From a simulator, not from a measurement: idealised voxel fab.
Module name: voxel wiring stack (process module)
In the cross-section labelled cut, the width is 260 nm and each square cell is 5 nm.
This document writes a cross-section as a grid whose cells are square, and gives it as bands, listed from the top down; one or more rows of cells form a band. This entry defines a band. It first specifies the height of the band's top and the height of its bottom in nm, and then specifies the band's materials from left to right, stating each material with its width in nm. The word "edge to edge" identifies a single material that fills the band from edge to edge, while the word "blank" identifies empty space. Height is counted from the level 0, under which the received wafer is composed throughout of one material. The lowest of the bands is not closed at the bottom but continues downward, in the notation "0 -> down". Think of "30->40" as a width that walks from the first number to the second as you go down the band, top row to bottom row, taking equal-sized steps from row to row. The cross-section has no changed cell in any step marked "nothing altered". In the "Fully enclosed voids" entry, you get each enclosed empty space of 8 cells or more, one with no open way to the top, written width x height at distance, distance from the left edge, in nm. Post-settings text on a step line: simulator's own remark regarding the step. overlay nm: mask offset rightward from planned place, masked step; negative means leftward offset.

Steps in the process plan
1: op RECEIVE | material Si
2: op CONFORMAL_DEP | material SiO2 | thk nm 10
3: op DIRECTIONAL_DEP | material TiN | thk nm 5
4: op DIRECTIONAL_DEP | material Ru | thk nm 25
5: op MASKED_ETCH | tone cover | mask id METAL_1 | width nm 25 | pitch nm 45 | etch materials Ru | depth nm 25 | overlay nm 0
6: op MASKED_ETCH | tone cover | mask id METAL_1 | width nm 25 | pitch nm 45 | etch materials TiN | depth nm 5 | overlay nm 0
7: op FILL_DEP | material lowk | thk nm 10
8: op CMP | height nm 40
9: op CONFORMAL_DEP | material SiCN | thk nm 5
10: op DIRECTIONAL_DEP | material lowk | thk nm 30
11: op PATTERN | tone open | mask id METAL_2 | material resist | width nm 25 | pitch nm 45 | thk nm 20 | overlay nm 0
12: op DIRECTIONAL_ETCH | etch materials lowk | depth nm 20
13: op STRIP | etch materials resist
14: op PATTERN | tone open | mask id METAL_2_HOLES | material resist | width nm 15 | pitch nm 45 | thk nm 15 | overlay nm 0
15: op DIRECTIONAL_ETCH | etch materials lowk | depth nm 10
16: op DIRECTIONAL_ETCH | etch materials SiCN | depth nm 5
17: op STRIP | etch materials resist
18: op CONFORMAL_DEP | material TiN | thk nm 5
19: op FILL_DEP | material Ru | thk nm 5
20: op CMP | height nm 75
21: op CONFORMAL_DEP | material SiCN | thk nm 5
22: op DIRECTIONAL_DEP | material lowk | thk nm 10
23: op DIRECTIONAL_DEP | material aC | thk nm 10
24: op PATTERN | tone open | mask id PLUG_2 | material resist | width nm 15 | pitch nm 45 | thk nm 30 | overlay nm 0
25: op DIRECTIONAL_ETCH | etch materials aC | depth nm 10
26: op STRIP | etch materials resist
27: op DIRECTIONAL_ETCH | etch materials lowk | depth nm 10
28: op DIRECTIONAL_ETCH | etch materials SiCN | depth nm 5
29: op STRIP | etch materials aC
30: op EPI | material Ru | thk nm 10
31: op EPI | material Ru | thk nm 5
32: op DIRECTIONAL_DEP | material TiN | thk nm 5
33: op DIRECTIONAL_DEP | material W | thk nm 25
34: op PATTERN | tone cover | mask id METAL_3 | material resist | width nm 25 | pitch nm 45 | thk nm 20 | overlay nm 0
35: op DIRECTIONAL_ETCH | etch materials W | depth nm 25
36: op DIRECTIONAL_ETCH | etch materials TiN | depth nm 5
37: op STRIP | etch materials resist
38: op FILL_DEP | material lowk | thk nm 10
39: op CMP | height nm 120
40: op CONFORMAL_DEP | material SiN | thk nm 5

As-received state of the wafer in cross-section, equivalent to post-step 1
0 -> down = Si edge to edge
Fully enclosed voids: none

This is how the wafer looks in cross-section once the module is done, given the starting state and plan above and one mistake in carrying the plan out
125 -> 120 = SiN edge to edge
120 -> 105 = 95 of lowk  25 of W  20 of lowk  25 of W  95 of lowk
105 -> 100 = 95 of lowk  25 of TiN  20 of lowk  25 of TiN  95 of lowk
100 -> 90 = 85 of lowk  35 of Ru  10 of lowk  35 of Ru  95 of lowk
90 -> 80 = 95 of lowk  15 of Ru  30 of lowk  15 of Ru  105 of lowk
80 -> 75 = 95 of SiCN  15 of Ru  30 of SiCN  15 of Ru  105 of SiCN
75 -> 60 = 95 of lowk  5 of TiN  15 of Ru  5 of TiN  20 of lowk  5 of TiN  15 of Ru  5 of TiN  95 of lowk
60 -> 55 = 95 of lowk  5 of TiN  5 of Ru  15 of TiN  20 of lowk  5 of TiN  5 of Ru  15 of TiN  95 of lowk
55 -> 45 = 95 of lowk  5 of TiN  5 of Ru  5 of TiN  30 of lowk  5 of TiN  5 of Ru  5 of TiN  105 of lowk
45 -> 40 = 95 of SiCN  15 of TiN  30 of SiCN  15 of TiN  105 of SiCN
40 -> 15 = 95 of lowk  25 of Ru  20 of lowk  25 of Ru  95 of lowk
15 -> 10 = 95 of lowk  25 of TiN  20 of lowk  25 of TiN  95 of lowk
10 -> 0 = SiO2 edge to edge
0 -> down = Si edge to edge
Fully enclosed voids: none
What went wrong in running the wafer? step 30 of the plan was executed twice over
